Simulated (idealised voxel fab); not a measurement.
Presented below is a process module, voxel wiring stack.
Section cut is 230 nm wide and gridded with 5 nm square cells.
If you're reading a cross-section in this doc, picture square cells in a grid; it comes to you as bands, top ones listed first down to the bottom, and a band can be one or more rows of cells. The entry gives the band's vertical extent as a top height and a bottom height in nm, then its horizontal make-up as materials from left to right, each with a width in nm. "blank" stands for empty space; a single material marked "all across" fills the band edge to edge. Note: height 0 marks the level under which the wafer is uniformly one material as received. Lowest band unbounded below, written "0 and below". Width "30 to 40": first value at the band's top row of cells, second value at its bottom row, equal change from row to row. Key: "remains unaltered" - step with no changed cell in the cross-section. Look at "Unvented internal voids" for the closed voids: empty spaces with no open path to the top, sized 8 cells or up. Each is width x height at distance, distance from the left edge, all nm. Where a step's line continues beyond its settings, the continuation is a remark by the simulator itself on that step. On any step carrying a mask, the "overlay nm" setting, if present on the step's line, tells how far right of its planned place the mask lay; negative values point to the left. So the way this works: pairs, before and after one process step. The after picture only goes down to the lowest band that actually changed, nothing below. Step and its settings are under each pair. And watch out, pairs might come from different runs of this module, same starting wafer though, so a pair only follows on from the one above if its "Before this step" entry tells you so.

### Before this step
> 0 and below: Si all across
> Unvented internal voids: none

### Step Result
> 10 down to 0: SiO2 all across
> Note: structure below 0 unchanged.
> Unvented internal voids: none
What process step lies between the two cross-sections above? CONFORMAL_DEP with material SiO2, thk nm 10

Before this step: The initial state for this step is given by the after cross-section of the immediately preceding pair.

### Step Result
> 15 down to 10: TiN all across
> Note: structure below 10 unchanged.
> Unvented internal voids: none
What process step lies between the two cross-sections above? DIRECTIONAL_DEP with material TiN, thk nm 5

Before this step: The initial state for this step is given by the after cross-section of the immediately preceding pair.

### Step Result
> 40 down to 15: W all across
> Note: structure below 15 unchanged.
> Unvented internal voids: none
What process step lies between the two cross-sections above? DIRECTIONAL_DEP with material W, thk nm 25

Before this step: The initial state for this step is given by the after cross-section of the immediately preceding pair.

### Step Result
> 40 down to 15: 80 nm blank, then 25 nm W, then 15 nm blank, then 25 nm W, then 85 nm blank
> Note: structure below 15 unchanged.
> Unvented internal voids: none
What process step lies between the two cross-sections above? MASKED_ETCH with tone cover, mask id METAL_1, width nm 25, pitch nm 40, etch materials W, depth nm 25, overlay nm 0

Before this step: The initial state for this step is given by the after cross-section of the immediately preceding pair.

### Step Result
> 40 down to 15: 80 nm blank, then 25 nm W, then 15 nm blank, then 25 nm W, then 85 nm blank
> 15 down to 10: 80 nm blank, then 25 nm TiN, then 15 nm blank, then 25 nm TiN, then 85 nm blank
> Note: structure below 10 unchanged.
> Unvented internal voids: none
What process step lies between the two cross-sections above? MASKED_ETCH with tone cover, mask id METAL_1, width nm 25, pitch nm 40, etch materials TiN, depth nm 5, overlay nm 0

Before this step: The initial state for this step is given by the after cross-section of the immediately preceding pair.

### Step Result
> 45 down to 40: 75 nm blank, then 35 nm SiCN, then 5 nm blank, then 35 nm SiCN, then 80 nm blank
> 40 down to 15: 75 nm blank, then 5 nm SiCN, then 25 nm W, then 5 nm SiCN, then 5 nm blank, then 5 nm SiCN, then 25 nm W, then 5 nm SiCN, then 80 nm blank
> 15 down to 10: 80 nm SiCN, then 25 nm TiN, then 15 nm SiCN, then 25 nm TiN, then 85 nm SiCN
> Note: structure below 10 unchanged.
> Unvented internal voids: none
What process step lies between the two cross-sections above? CONFORMAL_DEP with material SiCN, thk nm 5

Before this step: The initial state for this step is given by the after cross-section of the immediately preceding pair.

### Step Result
> 55 down to 45: lowk all across
> 45 down to 40: 75 nm lowk, then 35 nm SiCN, then 5 nm lowk, then 35 nm SiCN, then 80 nm lowk
> 40 down to 15: 75 nm lowk, then 5 nm SiCN, then 25 nm W, then 5 nm SiCN, then 5 nm lowk, then 5 nm SiCN, then 25 nm W, then 5 nm SiCN, then 80 nm lowk
> Note: structure below 15 unchanged.
> Unvented internal voids: none
What process step lies between the two cross-sections above? FILL_DEP with material lowk, thk nm 10

Before this step: The initial state for this step is given by the after cross-section of the immediately preceding pair.

### Step Result
> 40 down to 15: 75 nm lowk, then 5 nm SiCN, then 25 nm W, then 5 nm SiCN, then 5 nm lowk, then 5 nm SiCN, then 25 nm W, then 5 nm SiCN, then 80 nm lowk
> Note: structure below 15 unchanged.
> Unvented internal voids: none
What process step lies between the two cross-sections above? CMP with height nm 40

Before this step: The initial state for this step is given by the after cross-section of the immediately preceding pair.

### Step Result
> 45 down to 40: SiCN all across
> Note: structure below 40 unchanged.
> Unvented internal voids: none
What process step lies between the two cross-sections above? CONFORMAL_DEP with material SiCN, thk nm 5

Before this step: The initial state for this step is given by the after cross-section of the immediately preceding pair.

### Step Result
> 55 down to 45: SiO2 all across
> Note: structure below 45 unchanged.
> Unvented internal voids: none
What process step lies between the two cross-sections above? DIRECTIONAL_DEP with material SiO2, thk nm 10

Before this step: The initial state for this step is given by the after cross-section of the immediately preceding pair.

### Step Result
> 75 down to 55: 80 nm resist, then 15 nm blank, then 135 nm resist
> Note: structure below 55 unchanged.
> Unvented internal voids: none
What process step lies between the two cross-sections above? PATTERN with tone open, mask id PLUG_1, material resist, width nm 15, thk nm 20, overlay nm 0

Before this step: The initial state for this step is given by the after cross-section of the immediately preceding pair.

### Step Result
> 75 down to 55: 80 nm resist, then 15 nm blank, then 135 nm resist
> 55 down to 45: 80 nm SiO2, then 15 nm blank, then 135 nm SiO2
> Note: structure below 45 unchanged.
> Unvented internal voids: none
What process step lies between the two cross-sections above? DIRECTIONAL_ETCH with etch materials SiO2, depth nm 10

Before this step: The initial state for this step is given by the after cross-section of the immediately preceding pair.

### Step Result
> 75 down to 55: 80 nm resist, then 15 nm blank, then 135 nm resist
> 55 down to 45: 80 nm SiO2, then 15 nm blank, then 135 nm SiO2
> 45 down to 40: 80 nm SiCN, then 15 nm blank, then 135 nm SiCN
> Note: structure below 40 unchanged.
> Unvented internal voids: none
What process step lies between the two cross-sections above? DIRECTIONAL_ETCH with etch materials SiCN, depth nm 5

Before this step: The initial state for this step is given by the after cross-section of the immediately preceding pair.

### Step Result
> 55 down to 45: 80 nm SiO2, then 15 nm blank, then 135 nm SiO2
> Note: structure below 45 unchanged.
> Unvented internal voids: none
What process step lies between the two cross-sections above? STRIP with etch materials resist

Before this step: The initial state for this step is given by the after cross-section of the immediately preceding pair.

### Step Result
> 60 down to 55: 85 nm TiN, then 5 nm blank, then 140 nm TiN
> 55 down to 45: 80 nm SiO2, then 5 nm TiN, then 5 nm blank, then 5 nm TiN, then 135 nm SiO2
> 45 down to 40: 80 nm SiCN, then 15 nm TiN, then 135 nm SiCN
> Note: structure below 40 unchanged.
> Unvented internal voids: none
What process step lies between the two cross-sections above? CONFORMAL_DEP with material TiN, thk nm 5

Before this step: The initial state for this step is given by the after cross-section of the immediately preceding pair.

### Step Result
> 65 down to 60: Ru all across
> 60 down to 55: 85 nm TiN, then 5 nm Ru, then 140 nm TiN
> 55 down to 45: 80 nm SiO2, then 5 nm TiN, then 5 nm Ru, then 5 nm TiN, then 135 nm SiO2
> Note: structure below 45 unchanged.
> Unvented internal voids: none
What process step lies between the two cross-sections above? FILL_DEP with material Ru, thk nm 5

Before this step: The initial state for this step is given by the after cross-section of the immediately preceding pair.

### Step Result
> 55 down to 45: 80 nm SiO2, then 5 nm TiN, then 5 nm Ru, then 5 nm TiN, then 135 nm SiO2
> Note: structure below 45 unchanged.
> Unvented internal voids: none
What process step lies between the two cross-sections above? CMP with height nm 55

Before this step: The initial state for this step is given by the after cross-section of the immediately preceding pair.

### Step Result
> 60 down to 55: SiCN all across
> Note: structure below 55 unchanged.
> Unvented internal voids: none
What process step lies between the two cross-sections above? CONFORMAL_DEP with material SiCN, thk nm 5

Before this step: The initial state for this step is given by the after cross-section of the immediately preceding pair.

### Step Result
> 85 down to 60: lowk all across
> Note: structure below 60 unchanged.
> Unvented internal voids: none
What process step lies between the two cross-sections above? DIRECTIONAL_DEP with material lowk, thk nm 25

Before this step: The initial state for this step is given by the after cross-section of the immediately preceding pair.

### Step Result
> 85 down to 60: 80 nm lowk, then 25 nm blank, then 15 nm lowk, then 25 nm blank, then 85 nm lowk
> Note: structure below 60 unchanged.
> Unvented internal voids: none
What process step lies between the two cross-sections above? MASKED_ETCH with tone open, mask id METAL_2, width nm 25, pitch nm 40, etch materials lowk, depth nm 25, overlay nm 0

Before this step: The initial state for this step is given by the after cross-section of the immediately preceding pair.

### Step Result
> 85 down to 60: 80 nm lowk, then 25 nm blank, then 15 nm lowk, then 25 nm blank, then 85 nm lowk
> 60 down to 55: 80 nm SiCN, then 25 nm blank, then 15 nm SiCN, then 25 nm blank, then 85 nm SiCN
> Note: structure below 55 unchanged.
> Unvented internal voids: none
What process step lies between the two cross-sections above? MASKED_ETCH with tone open, mask id METAL_2, width nm 25, pitch nm 40, etch materials SiCN, depth nm 5, overlay nm 0

Before this step: The initial state for this step is given by the after cross-section of the immediately preceding pair.

### Step Result
> 90 down to 85: 85 nm TiN, then 15 nm blank, then 25 nm TiN, then 15 nm blank, then 90 nm TiN
> 85 down to 60: 80 nm lowk, then 5 nm TiN, then 15 nm blank, then 5 nm TiN, then 15 nm lowk, then 5 nm TiN, then 15 nm blank, then 5 nm TiN, then 85 nm lowk
> 60 down to 55: 80 nm SiCN, then 25 nm TiN, then 15 nm SiCN, then 25 nm TiN, then 85 nm SiCN
> Note: structure below 55 unchanged.
> Unvented internal voids: none
What process step lies between the two cross-sections above? CONFORMAL_DEP with material TiN, thk nm 5

Before this step: The initial state for this step is given by the after cross-section of the immediately preceding pair.

### Step Result
> 95 down to 90: Cu all across
> 90 down to 85: 85 nm TiN, then 15 nm Cu, then 25 nm TiN, then 15 nm Cu, then 90 nm TiN
> 85 down to 60: 80 nm lowk, then 5 nm TiN, then 15 nm Cu, then 5 nm TiN, then 15 nm lowk, then 5 nm TiN, then 15 nm Cu, then 5 nm TiN, then 85 nm lowk
> Note: structure below 60 unchanged.
> Unvented internal voids: none
What process step lies between the two cross-sections above? FILL_DEP with material Cu, thk nm 5

Before this step: The initial state for this step is given by the after cross-section of the immediately preceding pair.

### Step Result
> 85 down to 60: 80 nm lowk, then 5 nm TiN, then 15 nm Cu, then 5 nm TiN, then 15 nm lowk, then 5 nm TiN, then 15 nm Cu, then 5 nm TiN, then 85 nm lowk
> Note: structure below 60 unchanged.
> Unvented internal voids: none
What process step lies between the two cross-sections above? CMP with height nm 85

Before this step: The initial state for this step is given by the after cross-section of the immediately preceding pair.

### Step Result
> 90 down to 85: SiCN all across
> Note: structure below 85 unchanged.
> Unvented internal voids: none
What process step lies between the two cross-sections above? CONFORMAL_DEP with material SiCN, thk nm 5

Before this step: The initial state for this step is given by the after cross-section of the immediately preceding pair.

### Step Result
> 100 down to 90: lowk all across
> Note: structure below 90 unchanged.
> Unvented internal voids: none
What process step lies between the two cross-sections above? DIRECTIONAL_DEP with material lowk, thk nm 10

Before this step: The initial state for this step is given by the after cross-section of the immediately preceding pair.

### Step Result
> 100 down to 90: 80 nm lowk, then 15 nm blank, then 135 nm lowk
> Note: structure below 90 unchanged.
> Unvented internal voids: none
What process step lies between the two cross-sections above? MASKED_ETCH with tone open, mask id PLUG_2, width nm 15, etch materials lowk, depth nm 10, overlay nm 0

Before this step: The initial state for this step is given by the after cross-section of the immediately preceding pair.

### Step Result
> 100 down to 90: 80 nm lowk, then 15 nm blank, then 135 nm lowk
> 90 down to 85: 80 nm SiCN, then 15 nm blank, then 135 nm SiCN
> Note: structure below 85 unchanged.
> Unvented internal voids: none
What process step lies between the two cross-sections above? MASKED_ETCH with tone open, mask id PLUG_2, width nm 15, etch materials SiCN, depth nm 5, overlay nm 0

Before this step: The initial state for this step is given by the after cross-section of the immediately preceding pair.

### Step Result
> 105 down to 100: 85 nm TiN, then 5 nm blank, then 140 nm TiN
> 100 down to 90: 80 nm lowk, then 5 nm TiN, then 5 nm blank, then 5 nm TiN, then 135 nm lowk
> 90 down to 85: 80 nm SiCN, then 15 nm TiN, then 135 nm SiCN
> Note: structure below 85 unchanged.
> Unvented internal voids: none
What process step lies between the two cross-sections above? CONFORMAL_DEP with material TiN, thk nm 5

Before this step: The initial state for this step is given by the after cross-section of the immediately preceding pair.

### Step Result
> 110 down to 105: Cu all across
> 105 down to 100: 85 nm TiN, then 5 nm Cu, then 140 nm TiN
> 100 down to 90: 80 nm lowk, then 5 nm TiN, then 5 nm Cu, then 5 nm TiN, then 135 nm lowk
> Note: structure below 90 unchanged.
> Unvented internal voids: none
What process step lies between the two cross-sections above? FILL_DEP with material Cu, thk nm 5

Before this step: The initial state for this step is given by the after cross-section of the immediately preceding pair.

### Step Result
> 100 down to 90: 80 nm lowk, then 5 nm TiN, then 5 nm Cu, then 5 nm TiN, then 135 nm lowk
> Note: structure below 90 unchanged.
> Unvented internal voids: none
What process step lies between the two cross-sections above? CMP with height nm 100

Before this step: The initial state for this step is given by the after cross-section of the immediately preceding pair.

### Step Result
> 105 down to 100: TiN all across
> Note: structure below 100 unchanged.
> Unvented internal voids: none
What process step lies between the two cross-sections above? DIRECTIONAL_DEP with material TiN, thk nm 5

Before this step: The initial state for this step is given by the after cross-section of the immediately preceding pair.

### Step Result
> 130 down to 105: W all across
> Note: structure below 105 unchanged.
> Unvented internal voids: none
What process step lies between the two cross-sections above? DIRECTIONAL_DEP with material W, thk nm 25

Before this step: The initial state for this step is given by the after cross-section of the immediately preceding pair.

### Step Result
> 140 down to 130: aC all across
> Note: structure below 130 unchanged.
> Unvented internal voids: none
What process step lies between the two cross-sections above? DIRECTIONAL_DEP with material aC, thk nm 10

Before this step: The initial state for this step is given by the after cross-section of the immediately preceding pair.

### Step Result
> 165 down to 140: 80 nm blank, then 25 nm resist, then 15 nm blank, then 25 nm resist, then 85 nm blank
> Note: structure below 140 unchanged.
> Unvented internal voids: none
What process step lies between the two cross-sections above? PATTERN with tone cover, mask id METAL_3, material resist, width nm 25, pitch nm 40, thk nm 25, overlay nm 0

Before this step: The initial state for this step is given by the after cross-section of the immediately preceding pair.

### Step Result
> 155 down to 140: 80 nm blank, then 25 nm resist, then 15 nm blank, then 25 nm resist, then 85 nm blank
> 140 down to 130: 80 nm blank, then 25 nm aC, then 15 nm blank, then 25 nm aC, then 85 nm blank
> Note: structure below 130 unchanged.
> Unvented internal voids: none
What process step lies between the two cross-sections above? DIRECTIONAL_ETCH with etch materials aC, depth nm 10

Before this step: The initial state for this step is given by the after cross-section of the immediately preceding pair.

### Step Result
> 140 down to 130: 80 nm blank, then 25 nm aC, then 15 nm blank, then 25 nm aC, then 85 nm blank
> Note: structure below 130 unchanged.
> Unvented internal voids: none
What process step lies between the two cross-sections above? STRIP with etch materials resist

Before this step: The initial state for this step is given by the after cross-section of the immediately preceding pair.

### Step Result
> 140 down to 130: 80 nm blank, then 25 nm aC, then 15 nm blank, then 25 nm aC, then 85 nm blank
> 130 down to 105: 80 nm blank, then 25 nm W, then 15 nm blank, then 25 nm W, then 85 nm blank
> Note: structure below 105 unchanged.
> Unvented internal voids: none
What process step lies between the two cross-sections above? DIRECTIONAL_ETCH with etch materials W, depth nm 25

Before this step: The initial state for this step is given by the after cross-section of the immediately preceding pair.

### Step Result
> 140 down to 130: 80 nm blank, then 25 nm aC, then 15 nm blank, then 25 nm aC, then 85 nm blank
> 130 down to 105: 80 nm blank, then 25 nm W, then 15 nm blank, then 25 nm W, then 85 nm blank
> 105 down to 100: 80 nm blank, then 25 nm TiN, then 15 nm blank, then 25 nm TiN, then 85 nm blank
> Note: structure below 100 unchanged.
> Unvented internal voids: none
What process step lies between the two cross-sections above? DIRECTIONAL_ETCH with etch materials TiN, depth nm 5

Before this step: The initial state for this step is given by the after cross-section of the immediately preceding pair.

### Step Result
> 130 down to 105: 80 nm blank, then 25 nm W, then 15 nm blank, then 25 nm W, then 85 nm blank
> Note: structure below 105 unchanged.
> Unvented internal voids: none
What process step lies between the two cross-sections above? STRIP with etch materials aC

Before this step: The initial state for this step is given by the after cross-section of the immediately preceding pair.

### Step Result
> 140 down to 130: lowk all across
> 130 down to 105: 80 nm lowk, then 25 nm W, then 15 nm lowk, then 25 nm W, then 85 nm lowk
> 105 down to 100: 80 nm lowk, then 25 nm TiN, then 15 nm lowk, then 25 nm TiN, then 85 nm lowk
> Note: structure below 100 unchanged.
> Unvented internal voids: none
What process step lies between the two cross-sections above? FILL_DEP with material lowk, thk nm 10

Before this step: The initial state for this step is given by the after cross-section of the immediately preceding pair.

### Step Result
> 130 down to 105: 80 nm lowk, then 25 nm W, then 15 nm lowk, then 25 nm W, then 85 nm lowk
> Note: structure below 105 unchanged.
> Unvented internal voids: none
What process step lies between the two cross-sections above? CMP with height nm 130

Before this step: The initial state for this step is given by the after cross-section of the immediately preceding pair.

### Step Result
> 135 down to 130: SiCN all across
> Note: structure below 130 unchanged.
> Unvented internal voids: none
What process step lies between the two cross-sections above? CONFORMAL_DEP with material SiCN, thk nm 5

Before this step: The initial state for this step is given by the after cross-section of the immediately preceding pair.

### Step Result
> 145 down to 135: lowk all across
> Note: structure below 135 unchanged.
> Unvented internal voids: none
What process step lies between the two cross-sections above? DIRECTIONAL_DEP with material lowk, thk nm 10

Before this step: The initial state for this step is given by the after cross-section of the immediately preceding pair.

### Step Result
> 145 down to 135: 80 nm lowk, then 15 nm blank, then 135 nm lowk
> Note: structure below 135 unchanged.
> Unvented internal voids: none
What process step lies between the two cross-sections above? MASKED_ETCH with tone open, mask id PLUG_3, width nm 15, etch materials lowk, depth nm 10, overlay nm 0

Before this step: The initial state for this step is given by the after cross-section of the immediately preceding pair.

### Step Result
> 145 down to 135: 80 nm lowk, then 15 nm blank, then 135 nm lowk
> 135 down to 130: 80 nm SiCN, then 15 nm blank, then 135 nm SiCN
> Note: structure below 130 unchanged.
> Unvented internal voids: none
What process step lies between the two cross-sections above? MASKED_ETCH with tone open, mask id PLUG_3, width nm 15, etch materials SiCN, depth nm 5, overlay nm 0

Before this step: The initial state for this step is given by the after cross-section of the immediately preceding pair.

### Step Result
> 150 down to 145: 85 nm TiN, then 5 nm blank, then 140 nm TiN
> 145 down to 135: 80 nm lowk, then 5 nm TiN, then 5 nm blank, then 5 nm TiN, then 135 nm lowk
> 135 down to 130: 80 nm SiCN, then 15 nm TiN, then 135 nm SiCN
> Note: structure below 130 unchanged.
> Unvented internal voids: none
What process step lies between the two cross-sections above? CONFORMAL_DEP with material TiN, thk nm 5

Before this step: The initial state for this step is given by the after cross-section of the immediately preceding pair.

### Step Result
> 160 down to 150: W all across
> 150 down to 145: 85 nm TiN, then 5 nm W, then 140 nm TiN
> 145 down to 135: 80 nm lowk, then 5 nm TiN, then 5 nm W, then 5 nm TiN, then 135 nm lowk
> Note: structure below 135 unchanged.
> Unvented internal voids: none
What process step lies between the two cross-sections above? FILL_DEP with material W, thk nm 10

Before this step: The initial state for this step is given by the after cross-section of the immediately preceding pair.

### Step Result
> 145 down to 135: 80 nm lowk, then 5 nm TiN, then 5 nm W, then 5 nm TiN, then 135 nm lowk
> Note: structure below 135 unchanged.
> Unvented internal voids: none
What process step lies between the two cross-sections above? CMP with height nm 145

Before this step: The initial state for this step is given by the after cross-section of the immediately preceding pair.

### Step Result
> 150 down to 145: SiN all across
> Note: structure below 145 unchanged.
> Unvented internal voids: none
What process step lies between the two cross-sections above? CONFORMAL_DEP with material SiN, thk nm 5

Before this step: The initial state for this step is given by the after cross-section of the immediately preceding pair.

### Step Result
> 175 down to 150: SiO2 all across
> Note: structure below 150 unchanged.
> Unvented internal voids: none
What process step lies between the two cross-sections above? DIRECTIONAL_DEP with material SiO2, thk nm 25

Before this step: The initial state for this step is given by the after cross-section of the immediately preceding pair.

### Step Result
> 175 down to 150: 80 nm SiO2, then 25 nm blank, then 15 nm SiO2, then 25 nm blank, then 85 nm SiO2
> Note: structure below 150 unchanged.
> Unvented internal voids: none
What process step lies between the two cross-sections above? MASKED_ETCH with tone open, mask id METAL_4, width nm 25, pitch nm 40, etch materials SiO2, depth nm 25, overlay nm 0

Before this step: The initial state for this step is given by the after cross-section of the immediately preceding pair.

### Step Result
> 175 down to 150: 80 nm SiO2, then 25 nm blank, then 15 nm SiO2, then 25 nm blank, then 85 nm SiO2
> 150 down to 145: 80 nm SiN, then 25 nm blank, then 15 nm SiN, then 25 nm blank, then 85 nm SiN
> Note: structure below 145 unchanged.
> Unvented internal voids: none
What process step lies between the two cross-sections above? MASKED_ETCH with tone open, mask id METAL_4, width nm 25, pitch nm 40, etch materials SiN, depth nm 5, overlay nm 0

Before this step: The initial state for this step is given by the after cross-section of the immediately preceding pair.

### Step Result
> 180 down to 175: 85 nm TiN, then 15 nm blank, then 25 nm TiN, then 15 nm blank, then 90 nm TiN
> 175 down to 150: 80 nm SiO2, then 5 nm TiN, then 15 nm blank, then 5 nm TiN, then 15 nm SiO2, then 5 nm TiN, then 15 nm blank, then 5 nm TiN, then 85 nm SiO2
> 150 down to 145: 80 nm SiN, then 25 nm TiN, then 15 nm SiN, then 25 nm TiN, then 85 nm SiN
> Note: structure below 145 unchanged.
> Unvented internal voids: none
What process step lies between the two cross-sections above? CONFORMAL_DEP with material TiN, thk nm 5

Before this step: The initial state for this step is given by the after cross-section of the immediately preceding pair.

### Step Result
> 190 down to 180: Ru all across
> 180 down to 175: 85 nm TiN, then 15 nm Ru, then 25 nm TiN, then 15 nm Ru, then 90 nm TiN
> 175 down to 150: 80 nm SiO2, then 5 nm TiN, then 15 nm Ru, then 5 nm TiN, then 15 nm SiO2, then 5 nm TiN, then 15 nm Ru, then 5 nm TiN, then 85 nm SiO2
> Note: structure below 150 unchanged.
> Unvented internal voids: none
What process step lies between the two cross-sections above? FILL_DEP with material Ru, thk nm 10

Before this step: The initial state for this step is given by the after cross-section of the immediately preceding pair.

### Step Result
> 175 down to 150: 80 nm SiO2, then 5 nm TiN, then 15 nm Ru, then 5 nm TiN, then 15 nm SiO2, then 5 nm TiN, then 15 nm Ru, then 5 nm TiN, then 85 nm SiO2
> Note: structure below 150 unchanged.
> Unvented internal voids: none
What process step lies between the two cross-sections above? CMP with height nm 175

Before this step: The initial state for this step is given by the after cross-section of the immediately preceding pair.

### Step Result
> 180 down to 175: 75 nm blank, then 35 nm Ru, then 5 nm blank, then 35 nm Ru, then 80 nm blank
> Note: structure below 175 unchanged.
> Unvented internal voids: none
What process step lies between the two cross-sections above? EPI with material Ru, thk nm 5

Before this step: The initial state for this step is given by the after cross-section of the immediately preceding pair.

### Step Result
> 185 down to 180: SiCN all across
> 180 down to 175: 75 nm SiCN, then 35 nm Ru, then 5 nm SiCN, then 35 nm Ru, then 80 nm SiCN
> Note: structure below 175 unchanged.
> Unvented internal voids: none
What process step lies between the two cross-sections above? FILL_DEP with material SiCN, thk nm 5

### Before this step
> 55 down to 45: lowk all across
> 45 down to 40: 75 nm lowk, then 35 nm SiCN, then 5 nm lowk, then 35 nm SiCN, then 80 nm lowk
> 40 down to 15: 75 nm lowk, then 5 nm SiCN, then 25 nm W, then 5 nm SiCN, then 5 nm lowk, then 5 nm SiCN, then 25 nm W, then 5 nm SiCN, then 80 nm lowk
> 15 down to 10: 80 nm SiCN, then 25 nm TiN, then 15 nm SiCN, then 25 nm TiN, then 85 nm SiCN
> 10 down to 0: SiO2 all across
> 0 and below: Si all across
> Unvented internal voids: none

### Step Result
> 60 down to 55: SiCN all across
> Note: structure below 55 unchanged.
> Unvented internal voids: none
What process step lies between the two cross-sections above? CONFORMAL_DEP with material SiCN, thk nm 5

Before this step: The initial state for this step is given by the after cross-section of the immediately preceding pair.

### Step Result
> 70 down to 60: SiO2 all across
> Note: structure below 60 unchanged.
> Unvented internal voids: none
What process step lies between the two cross-sections above? DIRECTIONAL_DEP with material SiO2, thk nm 10

Before this step: The initial state for this step is given by the after cross-section of the immediately preceding pair.

### Step Result
> 90 down to 70: 80 nm resist, then 15 nm blank, then 135 nm resist
> Note: structure below 70 unchanged.
> Unvented internal voids: none
What process step lies between the two cross-sections above? PATTERN with tone open, mask id PLUG_1, material resist, width nm 15, thk nm 20, overlay nm 0

Before this step: The initial state for this step is given by the after cross-section of the immediately preceding pair.

### Step Result
> 90 down to 70: 80 nm resist, then 15 nm blank, then 135 nm resist
> 70 down to 60: 80 nm SiO2, then 15 nm blank, then 135 nm SiO2
> Note: structure below 60 unchanged.
> Unvented internal voids: none
What process step lies between the two cross-sections above? DIRECTIONAL_ETCH with etch materials SiO2, depth nm 10

Before this step: The initial state for this step is given by the after cross-section of the immediately preceding pair.

### Step Result
> 90 down to 70: 80 nm resist, then 15 nm blank, then 135 nm resist
> 70 down to 60: 80 nm SiO2, then 15 nm blank, then 135 nm SiO2
> 60 down to 55: 80 nm SiCN, then 15 nm blank, then 135 nm SiCN
> Note: structure below 55 unchanged.
> Unvented internal voids: none
What process step lies between the two cross-sections above? DIRECTIONAL_ETCH with etch materials SiCN, depth nm 5

Before this step: The initial state for this step is given by the after cross-section of the immediately preceding pair.

### Step Result
> 70 down to 60: 80 nm SiO2, then 15 nm blank, then 135 nm SiO2
> Note: structure below 60 unchanged.
> Unvented internal voids: none
What process step lies between the two cross-sections above? STRIP with etch materials resist

Before this step: The initial state for this step is given by the after cross-section of the immediately preceding pair.

### Step Result
> 75 down to 70: 85 nm TiN, then 5 nm blank, then 140 nm TiN
> 70 down to 60: 80 nm SiO2, then 5 nm TiN, then 5 nm blank, then 5 nm TiN, then 135 nm SiO2
> 60 down to 55: 80 nm SiCN, then 15 nm TiN, then 135 nm SiCN
> Note: structure below 55 unchanged.
> Unvented internal voids: none
What process step lies between the two cross-sections above? CONFORMAL_DEP with material TiN, thk nm 5

Before this step: The initial state for this step is given by the after cross-section of the immediately preceding pair.

### Step Result
> 80 down to 75: Ru all across
> 75 down to 70: 85 nm TiN, then 5 nm Ru, then 140 nm TiN
> 70 down to 60: 80 nm SiO2, then 5 nm TiN, then 5 nm Ru, then 5 nm TiN, then 135 nm SiO2
> Note: structure below 60 unchanged.
> Unvented internal voids: none
What process step lies between the two cross-sections above? FILL_DEP with material Ru, thk nm 5

Before this step: The initial state for this step is given by the after cross-section of the immediately preceding pair.

### Step Result
> 55 down to 45: lowk all across
> Note: structure below 45 unchanged.
> Unvented internal voids: none
What process step lies between the two cross-sections above? CMP with height nm 55

### Before this step
> 60 down to 55: SiCN all across
> 55 down to 45: lowk all across
> 45 down to 40: 75 nm lowk, then 35 nm SiCN, then 5 nm lowk, then 35 nm SiCN, then 80 nm lowk
> 40 down to 15: 75 nm lowk, then 5 nm SiCN, then 25 nm W, then 5 nm SiCN, then 5 nm lowk, then 5 nm SiCN, then 25 nm W, then 5 nm SiCN, then 80 nm lowk
> 15 down to 10: 80 nm SiCN, then 25 nm TiN, then 15 nm SiCN, then 25 nm TiN, then 85 nm SiCN
> 10 down to 0: SiO2 all across
> 0 and below: Si all across
> Unvented internal voids: none

### Step Result
> 85 down to 60: lowk all across
> Note: structure below 60 unchanged.
> Unvented internal voids: none
What process step lies between the two cross-sections above? DIRECTIONAL_DEP with material lowk, thk nm 25

Before this step: The initial state for this step is given by the after cross-section of the immediately preceding pair.

### Step Result
> 85 down to 60: 80 nm lowk, then 25 nm blank, then 15 nm lowk, then 25 nm blank, then 85 nm lowk
> Note: structure below 60 unchanged.
> Unvented internal voids: none
What process step lies between the two cross-sections above? MASKED_ETCH with tone open, mask id METAL_2, width nm 25, pitch nm 40, etch materials lowk, depth nm 25, overlay nm 0

Before this step: The initial state for this step is given by the after cross-section of the immediately preceding pair.

### Step Result
> 85 down to 60: 80 nm lowk, then 25 nm blank, then 15 nm lowk, then 25 nm blank, then 85 nm lowk
> 60 down to 55: 80 nm SiCN, then 25 nm blank, then 15 nm SiCN, then 25 nm blank, then 85 nm SiCN
> Note: structure below 55 unchanged.
> Unvented internal voids: none
What process step lies between the two cross-sections above? MASKED_ETCH with tone open, mask id METAL_2, width nm 25, pitch nm 40, etch materials SiCN, depth nm 5, overlay nm 0

Before this step: The initial state for this step is given by the after cross-section of the immediately preceding pair.

### Step Result
> 90 down to 85: 85 nm TiN, then 15 nm blank, then 25 nm TiN, then 15 nm blank, then 90 nm TiN
> 85 down to 60: 80 nm lowk, then 5 nm TiN, then 15 nm blank, then 5 nm TiN, then 15 nm lowk, then 5 nm TiN, then 15 nm blank, then 5 nm TiN, then 85 nm lowk
> 60 down to 55: 80 nm SiCN, then 25 nm TiN, then 15 nm SiCN, then 25 nm TiN, then 85 nm SiCN
> Note: structure below 55 unchanged.
> Unvented internal voids: none
What process step lies between the two cross-sections above? CONFORMAL_DEP with material TiN, thk nm 5

Before this step: The initial state for this step is given by the after cross-section of the immediately preceding pair.

### Step Result
> 95 down to 90: Cu all across
> 90 down to 85: 85 nm TiN, then 15 nm Cu, then 25 nm TiN, then 15 nm Cu, then 90 nm TiN
> 85 down to 60: 80 nm lowk, then 5 nm TiN, then 15 nm Cu, then 5 nm TiN, then 15 nm lowk, then 5 nm TiN, then 15 nm Cu, then 5 nm TiN, then 85 nm lowk
> Note: structure below 60 unchanged.
> Unvented internal voids: none
What process step lies between the two cross-sections above? FILL_DEP with material Cu, thk nm 5

Before this step: The initial state for this step is given by the after cross-section of the immediately preceding pair.

### Step Result
> 85 down to 60: 80 nm lowk, then 5 nm TiN, then 15 nm Cu, then 5 nm TiN, then 15 nm lowk, then 5 nm TiN, then 15 nm Cu, then 5 nm TiN, then 85 nm lowk
> Note: structure below 60 unchanged.
> Unvented internal voids: none
What process step lies between the two cross-sections above? CMP with height nm 85

Before this step: The initial state for this step is given by the after cross-section of the immediately preceding pair.

### Step Result
> 90 down to 85: SiCN all across
> Note: structure below 85 unchanged.
> Unvented internal voids: none
What process step lies between the two cross-sections above? CONFORMAL_DEP with material SiCN, thk nm 5

Before this step: The initial state for this step is given by the after cross-section of the immediately preceding pair.

### Step Result
> 100 down to 90: lowk all across
> Note: structure below 90 unchanged.
> Unvented internal voids: none
What process step lies between the two cross-sections above? DIRECTIONAL_DEP with material lowk, thk nm 10

Before this step: The initial state for this step is given by the after cross-section of the immediately preceding pair.

### Step Result
> 100 down to 90: 80 nm lowk, then 15 nm blank, then 135 nm lowk
> Note: structure below 90 unchanged.
> Unvented internal voids: none
What process step lies between the two cross-sections above? MASKED_ETCH with tone open, mask id PLUG_2, width nm 15, etch materials lowk, depth nm 10, overlay nm 0
